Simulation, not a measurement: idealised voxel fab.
Presented below is a process module, voxel self aligned vias.
Cross-section cut spans 150 nm and uses square cells 5 nm in size.
This document writes a cross-section as a grid whose cells are square, and gives it as bands, listed from the top down; one or more rows of cells form a band.
Basically the band line says how high the top is and how high the bottom is, in nm, and then what's in it from left to right, every material with its width in nm. Empty space shows up as "empty", and if a single material carries "full width" it runs the full band edge to edge.
Heights are measured from 0, the level below which the as-received wafer is all one material; the lowest band has no bottom and continues downward, written as in "0 and below".
When a width is written as two numbers, as in "30 to 40", the first number is the width in the top row of cells of the band and the second is the width in its bottom row, and the width changes by the same amount from each row to the next.
"no modifications" (step): cross-section cells unchanged, all of them.
The entry "Closed void list" lists the empty spaces that cover at least 8 cells and have no open path to the top. Each is written as width x height at distance, where the distance is measured from the left edge and all three values are in nm.
It should be noted that, on the line of a given step, the content following the step's settings is a remark produced by the simulator itself with respect to that step.
"overlay nm", when on a step's line for a step with a mask, measures how far to the right of its planned place the mask lay; a negative measure means to the left.
Plan:
1. RECEIVE [material Si]
2. CONFORMAL_DEP [material SiO2] [thk nm 15]
3. CONFORMAL_DEP [material SiCN] [thk nm 5]
4. DIRECTIONAL_DEP [material SiO2] [thk nm 30]
5. PATTERN [tone open] [mask id LINES] [material resist] [width nm 25] [pitch nm 65] [thk nm 15] [overlay nm 0]
6. DIRECTIONAL_ETCH [etch materials SiO2] [depth nm 30]
7. STRIP [etch materials resist]
8. CONFORMAL_DEP [material TiN] [thk nm 5]
9. FILL_DEP [material W] [thk nm 5]
10. CMP [height nm 50]
11. SELECTIVE_ETCH [etch materials W Ru TiN] [depth nm 5]
12. FILL_DEP [material SiN] [thk nm 10]
13. CMP [height nm 50]
14. DIRECTIONAL_DEP [material SiO2] [thk nm 15]
15. DIRECTIONAL_DEP [material aC] [thk nm 10]
16. PATTERN [tone open] [mask id VIAS] [material resist] [width nm 45] [thk nm 30] [overlay nm 0]
17. DIRECTIONAL_ETCH [etch materials aC] [depth nm 10]
18. STRIP [etch materials resist]
19. DIRECTIONAL_ETCH [etch materials SiO2] [depth nm 15]
20. DIRECTIONAL_ETCH [etch materials SiN] [depth nm 5]
21. STRIP [etch materials aC]
22. CONFORMAL_DEP [material TiN] [thk nm 5]
23. FILL_DEP [material Cu] [thk nm 5]
24. CMP [height nm 65]
25. CONFORMAL_DEP [material SiN] [thk nm 5]
Cross-section, incoming material, after step 1:
> 0 and below | Si full width
> Closed void list: none
Looking at the first of two wafers in cross-section at end of module - ran to plan:
> 70 down to 65 | SiN full width
> 65 down to 55 | 20 SiO2; 5 TiN; 35 Cu; 5 TiN; 85 SiO2
> 55 down to 50 | 20 SiO2; 15 TiN; 15 Cu; 15 TiN; 85 SiO2
> 50 down to 45 | 30 SiO2; 25 TiN; 40 SiO2; 25 SiN; 30 SiO2
> 45 down to 25 | 30 SiO2; 5 TiN; 15 W; 5 TiN; 40 SiO2; 5 TiN; 15 W; 5 TiN; 30 SiO2
> 25 down to 20 | 30 SiO2; 25 TiN; 40 SiO2; 25 TiN; 30 SiO2
> 20 down to 15 | SiCN full width
> 15 down to 0 | SiO2 full width
> 0 and below | Si full width
> Closed void list: none
Second wafer at the end: like start, like plan, one mistake:
> 60 down to 55 | SiN full width
> 55 down to 50 | 20 SiO2; 15 TiN; 15 Cu; 15 TiN; 85 SiO2
> 50 down to 45 | 30 SiO2; 25 TiN; 40 SiO2; 25 SiN; 30 SiO2
> 45 down to 25 | 30 SiO2; 5 TiN; 15 W; 5 TiN; 40 SiO2; 5 TiN; 15 W; 5 TiN; 30 SiO2
> 25 down to 20 | 30 SiO2; 25 TiN; 40 SiO2; 25 TiN; 30 SiO2
> 20 down to 15 | SiCN full width
> 15 down to 0 | SiO2 full width
> 0 and below | Si full width
> Closed void list: none
Where did the run depart from the plan? planned and actual differ for step 24; actual: CMP [height nm 55]
at the end the second wafer has, in cells: Cu: 14 fewer | SiO2: 42 fewer | TiN: 4 fewer
